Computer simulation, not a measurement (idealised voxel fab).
Process module in this document: voxel double patterning
Cross-section cut: width 255 nm, square cells of 5 nm.
Square cells in a grid make up a cross-section in this document, and the grid is given as bands, listed from the top down, each one or more rows of cells. This entry defines a band. It first specifies the height of the band's top and the height of its bottom in nm, and then specifies the band's materials from left to right, stating each material with its width in nm. The word "everywhere" identifies a single material that fills the band from edge to edge, while the word "air" identifies empty space. A quick word on heights: they are counted from 0, and under that level the wafer as it came to us is one material throughout. The lowest band is different from the rest in having no bottom; it simply continues downward, written as in "0 down". Note: "30->40" means the width goes from the first number (top row of the band) to the second number (bottom row) in equal steps per row of cells. Step marked "no alteration"? Then no cell in the cross-section changed in it. "Cavities, closed": empty spaces of 8 cells or more with no open way to the top, each given as width x height at distance, distance from the left edge, all in nm. Past the settings on a step's line: simulator remark, on that step. overlay nm: where the mask lay relative to plan, measured to the right, on steps with a mask; negatives go left.
-- Planned process steps
1 RECEIVE [material Si]
2 CONFORMAL_DEP [material SiO2] [thk nm 5]
3 DIRECTIONAL_DEP [material TiN] [thk nm 10]
4 DIRECTIONAL_DEP [material SiCN] [thk nm 5]
5 PATTERN [tone open] [mask id FIRST] [material resist] [width nm 15] [pitch nm 50] [thk nm 15] [overlay nm 0]
6 DIRECTIONAL_ETCH [etch materials SiCN] [depth nm 5]
7 STRIP [etch materials resist]
8 MASKED_ETCH [tone open] [mask id SECOND] [width nm 15] [etch materials SiCN] [depth nm 5] [overlay nm 0]
9 DIRECTIONAL_ETCH [etch materials TiN] [depth nm 10]
10 STRIP [etch materials SiCN]
-- First of two wafers, with the run carried out as planned
-- Wafer at receipt (post step 1), cross-section
> 0 down | Si everywhere
> Cavities, closed: none
-- How the wafer stands in section after step 2
> 5 to 0 | SiO2 everywhere
> Whatever lies below 0 is exactly as it was before.
-- How the wafer stands in section after step 3
> 15 to 5 | TiN everywhere
> Whatever lies below 5 is exactly as it was before.
-- How the wafer stands in section after step 4
> 20 to 15 | SiCN everywhere
> Whatever lies below 15 is exactly as it was before.
-- How the wafer stands in section after step 5
> 35 to 20 | resist 95 nm / air 15 nm / resist 35 nm / air 15 nm / resist 95 nm
> Whatever lies below 20 is exactly as it was before.
-- How the wafer stands in section after step 6
> 35 to 20 | resist 95 nm / air 15 nm / resist 35 nm / air 15 nm / resist 95 nm
> 20 to 15 | SiCN 95 nm / air 15 nm / SiCN 35 nm / air 15 nm / SiCN 95 nm
> Whatever lies below 15 is exactly as it was before.
-- How the wafer stands in section after step 7
> 20 to 15 | SiCN 95 nm / air 15 nm / SiCN 35 nm / air 15 nm / SiCN 95 nm
> Whatever lies below 15 is exactly as it was before.
-- How the wafer stands in section after step 8
> 20 to 15 | SiCN 95 nm / air 15 nm / SiCN 10 nm / air 15 nm / SiCN 10 nm / air 15 nm / SiCN 95 nm
> Whatever lies below 15 is exactly as it was before.
-- How the wafer stands in section after step 9
> 20 to 15 | SiCN 95 nm / air 15 nm / SiCN 10 nm / air 15 nm / SiCN 10 nm / air 15 nm / SiCN 95 nm
> 15 to 5 | TiN 95 nm / air 15 nm / TiN 10 nm / air 15 nm / TiN 10 nm / air 15 nm / TiN 95 nm
> Whatever lies below 5 is exactly as it was before.
-- How the wafer stands in section after step 10
> 15 to 5 | TiN 95 nm / air 15 nm / TiN 10 nm / air 15 nm / TiN 10 nm / air 15 nm / TiN 95 nm
> Whatever lies below 5 is exactly as it was before.
-- Second Wafer (Identical Start and Plan, One Processing Error; Matches First Wafer Through Step 3)
-- Second wafer at the planned finish of step 4, seen in cross-section
> 20 to 5 | TiN everywhere
> Whatever lies below 5 is exactly as it was before.
-- Second wafer at the planned finish of step 5, seen in cross-section
> 35 to 20 | resist 95 nm / air 15 nm / resist 35 nm / air 15 nm / resist 95 nm
> Whatever lies below 20 is exactly as it was before.
Second wafer at the planned finish of step 6, seen in cross-section: no alteration
-- Second wafer at the planned finish of step 7, seen in cross-section
> 20 to 5 | TiN everywhere
> Whatever lies below 5 is exactly as it was before.
Second wafer at the planned finish of step 8, seen in cross-section: no alteration
-- Second wafer at the planned finish of step 9, seen in cross-section
> 10 to 5 | TiN everywhere
> Whatever lies below 5 is exactly as it was before.
Second wafer at the planned finish of step 10, seen in cross-section: no alteration
Run error: step 4 ran differently from the plan; actual operation with settings: DIRECTIONAL_DEP [material TiN] [thk nm 5]
Final comparison by cell count, materials where the second wafer has more or fewer than the first: -33 TiN
